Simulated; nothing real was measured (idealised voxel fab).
Process module under the name voxel ribs on slabs
The width of the displayed cross-section, cut, is 270 nm; its cells are square, with a size of 5 nm.
A cross-section is a grid of square cells, given in bands from the top down. A band is one or more rows of cells.
Heads up on the band format: heights come first, top then bottom, in nm. After that it's the materials left to right, each with its width in nm. A single material flagged "edge to edge" fills the whole band edge to edge, and "air" means there's empty space there.
Basically, 0 is our baseline, since under it the wafer straight out of the box is all one material. The bottom band has no lower end and keeps on going down, so it looks like "0 and below".
Graded width ("30 to 40"): value in top row of band = first number; value in bottom row = second number; row-to-row change constant.
"identical to before" means the step left every cell of the cross-section as it was.
In the "Closed void entries" entry, you get each enclosed empty space of 8 cells or more, one with no open way to the top, written width x height at distance, distance from the left edge, in nm.
Note: text after step settings on the step line = simulator remark on that step.
overlay nm: how far to the right of its planned place the mask lay on this masked step (negative: to the left).

[This section lists the process steps that were planned]
| 1 | RECEIVE [material Si] |
| 2 | DIRECTIONAL_DEP [material SiO2] [thk nm 20] |
| 3 | DIRECTIONAL_DEP [material polySi] [thk nm 15] |
| 4 | MASKED_ETCH [tone cover] [mask id RIB] [width nm 30] [etch materials polySi] [depth nm 5] [overlay nm 0] |
| 5 | PATTERN [tone cover] [mask id SLAB] [material resist] [width nm 60] [thk nm 15] [overlay nm 0] |
| 6 | DIRECTIONAL_ETCH [etch materials polySi] [depth nm 10] |
| 7 | STRIP [etch materials resist] |
| 8 | FILL_DEP [material SiO2] [thk nm 20] |
| 9 | CMP [height nm 50] |
| 10 | DIRECTIONAL_DEP [material W] [thk nm 5] |
| 11 | DIRECTIONAL_DEP [material aC] [thk nm 10] |
| 12 | PATTERN [tone cover] [mask id HEATER] [material resist] [width nm 40] [thk nm 25] [overlay nm 0] |
| 13 | DIRECTIONAL_ETCH [etch materials aC] [depth nm 10] |
| 14 | STRIP [etch materials resist] |
| 15 | DIRECTIONAL_ETCH [etch materials W] [depth nm 5] |
| 16 | STRIP [etch materials aC] |
| 17 | CONFORMAL_DEP [material SiO2] [thk nm 5] |

[Shown in cross-section is the wafer as received, that is, as it stands after step 1]
    0 and below: Si edge to edge
    Closed void entries: none

[As-planned run: cross-section of the first of two wafers at end of module]
    60 down to 55: 110 of air / 50 of SiO2 / 110 of air
    55 down to 50: 115 of SiO2 / 40 of W / 115 of SiO2
    50 down to 35: SiO2 edge to edge
    35 down to 30: 120 of SiO2 / 30 of polySi / 120 of SiO2
    30 down to 20: 105 of SiO2 / 60 of polySi / 105 of SiO2
    20 down to 0: SiO2 edge to edge
    0 and below: Si edge to edge
    Closed void entries: none

[Wafer two (of two), end-of-module cross-section: start = wafer one, plan = wafer one, one run mistake]
    60 down to 55: 110 of air / 50 of SiO2 / 110 of air
    55 down to 50: 115 of SiO2 / 40 of W / 115 of SiO2
    50 down to 40: 105 of SiO2 / 60 of polySi / 105 of SiO2
    40 down to 0: SiO2 edge to edge
    0 and below: Si edge to edge
    Closed void entries: none
Against the plan, the run slipped here: plan step 2 was conducted twice
FYI, end of process, the second wafer has more or fewer cells of some materials than the first: 6 more of SiO2 | 6 fewer of polySi
